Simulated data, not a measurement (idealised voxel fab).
process module | voxel air gaps
cross-section cut | 275 nm wide | cells 5 nm
A cross-section is a grid of square cells, given in bands from the top down. A band is one or more rows of cells.
Each band's line starts with the height of the band's top and of its bottom, in nm. Then come its materials from left to right, each with its width in nm. One material with "throughout" fills the band from edge to edge. "air" is empty space.
Height 0 is the level under which the wafer as received is all one material. The lowest band goes on downwards, as in "0 down".
A width such as "30 to 40" changes by the same amount from each row of cells to the next, from the band's top row to its bottom row.
"no change" after a step means that no cell of the cross-section changed.
closed voids: empty space of 8 cells or more with no open way to the top, each as width x height at its distance from the left edge, in nm
after a step's settings: what the simulator itself notes on the step
overlay nm, on a step with a mask: how far to the right of its planned place the mask lay; to the left if negative
plan
1 op RECEIVE | material Si
2 op CONFORMAL_DEP | material SiO2 | thk nm 10
3 op CONFORMAL_DEP | material SiN | thk nm 5
4 op DIRECTIONAL_DEP | material SiO2 | thk nm 35
5 op MASKED_ETCH | tone open | mask id LINES | width nm 20 | pitch nm 50 | etch materials SiO2 | depth nm 35 | overlay nm -15
6 op CONFORMAL_DEP | material TiN | thk nm 5
7 op FILL_DEP | material W | thk nm 10
8 op CMP | height nm 50
9 op EPI | material Ru | thk nm 10
10 op SELECTIVE_ETCH | etch materials SiO2 | depth nm 45
11 op CONFORMAL_DEP | material SiN | thk nm 5
varied across the wafers: overlay nm of step 5. The plan shows the first wafer's value. All wafers start alike
first wafer as received, after step 1
  0 down: Si throughout
  closed voids: none
first wafer at the end, after step 11
  65 to 60: air 20 | SiN 200 | air 55
  60 to 50: air 20 | SiN 5 | Ru 40 | SiN 10 | Ru 40 | SiN 10 | Ru 40 | SiN 10 | Ru 40 | SiN 5 | air 55
  50 to 45: air 20 | SiN 15 | TiN 5 | W 10 | TiN 5 | SiN 30 | TiN 5 | W 10 | TiN 5 | SiN 30 | TiN 5 | W 10 | TiN 5 | SiN 30 | TiN 5 | W 10 | TiN 5 | SiN 15 | air 55
  45 to 20: air 30 | SiN 5 | TiN 5 | W 10 | TiN 5 | SiN 5 | air 20 | SiN 5 | TiN 5 | W 10 | TiN 5 | SiN 5 | air 20 | SiN 5 | TiN 5 | W 10 | TiN 5 | SiN 5 | air 20 | SiN 5 | TiN 5 | W 10 | TiN 5 | SiN 5 | air 65
  20 to 15: SiN 35 | TiN 20 | SiN 30 | TiN 20 | SiN 30 | TiN 20 | SiN 30 | TiN 20 | SiN 70
  15 to 10: SiN throughout
  10 to 0: SiO2 throughout
  0 down: Si throughout
  closed voids: 20 x 25 at 60; 20 x 25 at 110; 20 x 25 at 160
last wafer at the end
  65 to 60: air 50 | SiN 200 | air 25
  60 to 50: air 50 | SiN 5 | Ru 40 | SiN 10 | Ru 40 | SiN 10 | Ru 40 | SiN 10 | Ru 40 | SiN 5 | air 25
  50 to 45: air 50 | SiN 15 | TiN 5 | W 10 | TiN 5 | SiN 30 | TiN 5 | W 10 | TiN 5 | SiN 30 | TiN 5 | W 10 | TiN 5 | SiN 30 | TiN 5 | W 10 | TiN 5 | SiN 15 | air 25
  45 to 20: air 60 | SiN 5 | TiN 5 | W 10 | TiN 5 | SiN 5 | air 20 | SiN 5 | TiN 5 | W 10 | TiN 5 | SiN 5 | air 20 | SiN 5 | TiN 5 | W 10 | TiN 5 | SiN 5 | air 20 | SiN 5 | TiN 5 | W 10 | TiN 5 | SiN 5 | air 35
  20 to 15: SiN 65 | TiN 20 | SiN 30 | TiN 20 | SiN 30 | TiN 20 | SiN 30 | TiN 20 | SiN 40
  15 to 10: SiN throughout
  10 to 0: SiO2 throughout
  0 down: Si throughout
  closed voids: 20 x 25 at 90; 20 x 25 at 140; 20 x 25 at 190
each wafer at the end: cells of each material gained (+) or lost (-) since it was received, then its closed voids
overlay nm -15 | +64 Ru | +214 SiN | +110 SiO2 | +64 TiN | +48 W | closed voids: 20 x 25 at 60; 20 x 25 at 110; 20 x 25 at 160
overlay nm -10 | +64 Ru | +214 SiN | +110 SiO2 | +64 TiN | +48 W | closed voids: 20 x 25 at 65; 20 x 25 at 115; 20 x 25 at 165
overlay nm -5 | +64 Ru | +214 SiN | +110 SiO2 | +64 TiN | +48 W | closed voids: 20 x 25 at 70; 20 x 25 at 120; 20 x 25 at 170
overlay nm 0 | +64 Ru | +214 SiN | +110 SiO2 | +64 TiN | +48 W | closed voids: 20 x 25 at 75; 20 x 25 at 125; 20 x 25 at 175
overlay nm 5 | +64 Ru | +214 SiN | +110 SiO2 | +64 TiN | +48 W | closed voids: 20 x 25 at 80; 20 x 25 at 130; 20 x 25 at 180
overlay nm 10 | +64 Ru | +214 SiN | +110 SiO2 | +64 TiN | +48 W | closed voids: 20 x 25 at 85; 20 x 25 at 135; 20 x 25 at 185
overlay nm 15 | +64 Ru | +214 SiN | +110 SiO2 | +64 TiN | +48 W | closed voids: 20 x 25 at 90; 20 x 25 at 140; 20 x 25 at 190
